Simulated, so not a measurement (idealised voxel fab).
The name of this process module is voxel released beams.
Cross-section cut spans 295 nm and uses square cells 5 nm in size.
Cross-sections here: square-cell grids, written as top-down lists of bands, a band being one or more rows of cells.
Band: top height; bottom height; in nm. Then, left to right: material with width in nm, for each material. "throughout": a single material spanning edge to edge. "blank": empty space.
Where do heights start? At 0: under that level the wafer as delivered is made of one material only. And the lowest band has no floor; it just carries on downward, as in "top 0, no bottom".
Note: "30 to 40" means the width goes from the first number (top row of the band) to the second number (bottom row) in equal steps per row of cells.
For the purposes of this document, the phrase "same as before" attached to a step denotes that no cell within the cross-section was modified by that step.
Enclosed voids (no open way to top), threshold 8 cells or more, entry "Closed void catalog", notation width x height at distance, distance from left edge, nm.
Whatever follows a step's settings on its line is a remark the simulator itself makes about that step.
overlay nm: for a step with a mask, the amount by which the mask lay right of where it was planned; a negative amount means left of it.

[plan]
- 1: RECEIVE with material Si
- 2: CONFORMAL_DEP with material SiN, thk nm 5
- 3: DIRECTIONAL_DEP with material SiO2, thk nm 10
- 4: MASKED_ETCH with tone open, mask id ANCHOR, width nm 45, etch materials SiO2, depth nm 10, overlay nm 0
- 5: CONFORMAL_DEP with material TiN, thk nm 15
- 6: PATTERN with tone cover, mask id BEAM, material resist, width nm 105, thk nm 15, overlay nm 0
- 7: DIRECTIONAL_ETCH with etch materials TiN, depth nm 15
- 8: STRIP with etch materials resist
- 9: STRIP with etch materials SiO2

[The first wafer of two, processed as planned]

[This is the cross-section of the wafer as we received it, i.e. after step 1]
- top 0, no bottom = Si throughout
- Closed void catalog: none

[State of the wafer after step 2, shown in cross-section]
- top 5, bottom 0 = SiN throughout
- Lower than 0, everything is as it was.

[State of the wafer after step 3, shown in cross-section]
- top 15, bottom 5 = SiO2 throughout
- Lower than 5, everything is as it was.

[State of the wafer after step 4, shown in cross-section]
- top 15, bottom 5 = 95 SiO2  45 blank  155 SiO2
- Lower than 5, everything is as it was.

[State of the wafer after step 5, shown in cross-section]
- top 30, bottom 20 = 110 TiN  15 blank  170 TiN
- top 20, bottom 15 = TiN throughout
- top 15, bottom 5 = 95 SiO2  45 TiN  155 SiO2
- Lower than 5, everything is as it was.

[State of the wafer after step 6, shown in cross-section]
- top 45, bottom 30 = 90 blank  105 resist  100 blank
- top 30, bottom 20 = 110 TiN  15 resist  170 TiN
- Lower than 20, everything is as it was.

[State of the wafer after step 7, shown in cross-section]
- top 45, bottom 30 = 90 blank  105 resist  100 blank
- top 30, bottom 20 = 90 blank  20 TiN  15 resist  70 TiN  100 blank
- top 20, bottom 15 = 90 blank  105 TiN  100 blank
- Lower than 15, everything is as it was.

[State of the wafer after step 8, shown in cross-section]
- top 30, bottom 20 = 90 blank  20 TiN  15 blank  70 TiN  100 blank
- Lower than 20, everything is as it was.

[State of the wafer after step 9, shown in cross-section]
- top 30, bottom 20 = 90 blank  20 TiN  15 blank  70 TiN  100 blank
- top 20, bottom 15 = 90 blank  105 TiN  100 blank
- top 15, bottom 5 = 95 blank  45 TiN  155 blank
- Lower than 5, everything is as it was.

[Wafer two of two - same starting point, same process plan, one mistake in execution; matches wafer one up to and including step 2]

Look at the second wafer in cross-section at the time step 3 ought to have finished: same as before

Look at the second wafer in cross-section at the time step 4 ought to have finished: same as before

[Look at the second wafer in cross-section at the time step 5 ought to have finished]
- top 20, bottom 5 = TiN throughout
- Lower than 5, everything is as it was.

[Look at the second wafer in cross-section at the time step 6 ought to have finished]
- top 35, bottom 20 = 90 blank  105 resist  100 blank
- Lower than 20, everything is as it was.

[Look at the second wafer in cross-section at the time step 7 ought to have finished]
- top 35, bottom 20 = 90 blank  105 resist  100 blank
- top 20, bottom 5 = 90 blank  105 TiN  100 blank
- Lower than 5, everything is as it was.

[Look at the second wafer in cross-section at the time step 8 ought to have finished]
- top 20, bottom 5 = 90 blank  105 TiN  100 blank
- Lower than 5, everything is as it was.

Look at the second wafer in cross-section at the time step 9 ought to have finished: same as before
Error vs. plan: the plan's step 3 was left out and never carried out
The final cell counts differ between the wafers, with the second having more or fewer of some materials than the first: TiN -12
